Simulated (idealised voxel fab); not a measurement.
The name of this process module is voxel air gaps.
Each square cell in cross-section cut measures 5 nm, and the section as a whole is 300 nm wide.
In this document a cross-section is written as a grid of square cells. It is given as a series of bands, listed from the top down, and a band is one or more rows of cells.
Per band: top height and bottom height in nm, followed by the left-to-right materials and their widths in nm; "full width" marks a single material spanning edge to edge, "blank" marks empty space.
Heights from 0 (as-received wafer is one material below). Bottom band endless downward, as "0 nm and below".
You'd read "30->40" like this: the band's top row of cells is as wide as the first number, its bottom row is as wide as the second, and going down, every row changes width by the same amount as the row before did.
Step marked "nothing changed"? Then no cell in the cross-section changed in it.
If an empty space has no open way to the top and is at least 8 cells in size, "Unvented cavities" lists it, written width x height at distance, where distance is measured from the left edge and every value is in nm.
Read whatever lies past the settings on a step's line as the simulator's own remark about the step.
overlay nm: where the mask lay relative to plan, measured to the right, on steps with a mask; negatives go left.

Process steps - plan
- 1: RECEIVE (material Si)
- 2: CONFORMAL_DEP (material SiO2; thk nm 15)
- 3: CONFORMAL_DEP (material SiN; thk nm 5)
- 4: DIRECTIONAL_DEP (material lowk; thk nm 35)
- 5: PATTERN (tone open; mask id LINES; material resist; width nm 15; pitch nm 40; thk nm 15; overlay nm 0)
- 6: DIRECTIONAL_ETCH (etch materials lowk; depth nm 35)
- 7: STRIP (etch materials resist)
- 8: CONFORMAL_DEP (material TiN; thk nm 5)
- 9: FILL_DEP (material Ru; thk nm 5)
- 10: CMP (height nm 55)
- 11: EPI (material Ru; thk nm 10)
- 12: SELECTIVE_ETCH (etch materials lowk; depth nm 45)
- 13: CONFORMAL_DEP (material SiCN; thk nm 5)

As-received state of the wafer in cross-section, equivalent to post-step 1
	0 nm and below = Si full width
	Unvented cavities: none

Cross-section, first of two wafers, end of module, run as planned
	70 nm to 65 nm = blank (65), SiCN (165), blank (70)
	65 nm to 55 nm = blank (65), SiCN (5), Ru (35), SiCN (5), Ru (35), SiCN (5), Ru (35), SiCN (5), Ru (35), SiCN (5), blank (70)
	55 nm to 50 nm = blank (65), SiCN (15), TiN (5), Ru (5), TiN (5), SiCN (25), TiN (5), Ru (5), TiN (5), SiCN (25), TiN (5), Ru (5), TiN (5), SiCN (25), TiN (5), Ru (5), TiN (5), SiCN (15), blank (70)
	50 nm to 25 nm = blank (75), SiCN (5), TiN (5), Ru (5), TiN (5), SiCN (5), blank (15), SiCN (5), TiN (5), Ru (5), TiN (5), SiCN (5), blank (15), SiCN (5), TiN (5), Ru (5), TiN (5), SiCN (5), blank (15), SiCN (5), TiN (5), Ru (5), TiN (5), SiCN (5), blank (80)
	25 nm to 20 nm = SiCN (80), TiN (15), SiCN (25), TiN (15), SiCN (25), TiN (15), SiCN (25), TiN (15), SiCN (85)
	20 nm to 15 nm = SiN full width
	15 nm to 0 nm = SiO2 full width
	0 nm and below = Si full width
	Unvented cavities: 15 x 25 at 100; 15 x 25 at 140; 15 x 25 at 180

Second wafer of the two, sectioned at the end of the module. It began like the first and followed the same plan, but one mistake was made while running it
	80 nm to 75 nm = blank (55), SiCN (185), blank (60)
	75 nm to 55 nm = blank (55), SiCN (5), Ru (175), SiCN (5), blank (60)
	55 nm to 50 nm = blank (55), SiCN (25), TiN (5), Ru (5), TiN (5), lowk (25), TiN (5), Ru (5), TiN (5), lowk (25), TiN (5), Ru (5), TiN (5), lowk (25), TiN (5), Ru (5), TiN (5), SiCN (25), blank (60)
	50 nm to 25 nm = blank (75), SiCN (5), TiN (5), Ru (5), TiN (5), lowk (25), TiN (5), Ru (5), TiN (5), lowk (25), TiN (5), Ru (5), TiN (5), lowk (25), TiN (5), Ru (5), TiN (5), SiCN (5), blank (80)
	25 nm to 20 nm = SiCN (80), TiN (15), lowk (25), TiN (15), lowk (25), TiN (15), lowk (25), TiN (15), SiCN (85)
	20 nm to 15 nm = SiN full width
	15 nm to 0 nm = SiO2 full width
	0 nm and below = Si full width
	Unvented cavities: none
What went wrong in running the wafer? yeah, plan step 11 got run twice
FYI, end of process, the second wafer has more or fewer cells of some materials than the first: 84 more of Ru; 54 fewer of SiCN; 105 more of lowk
The closed voids present at the end amount to 3 for the first wafer and 0 for the second wafer.
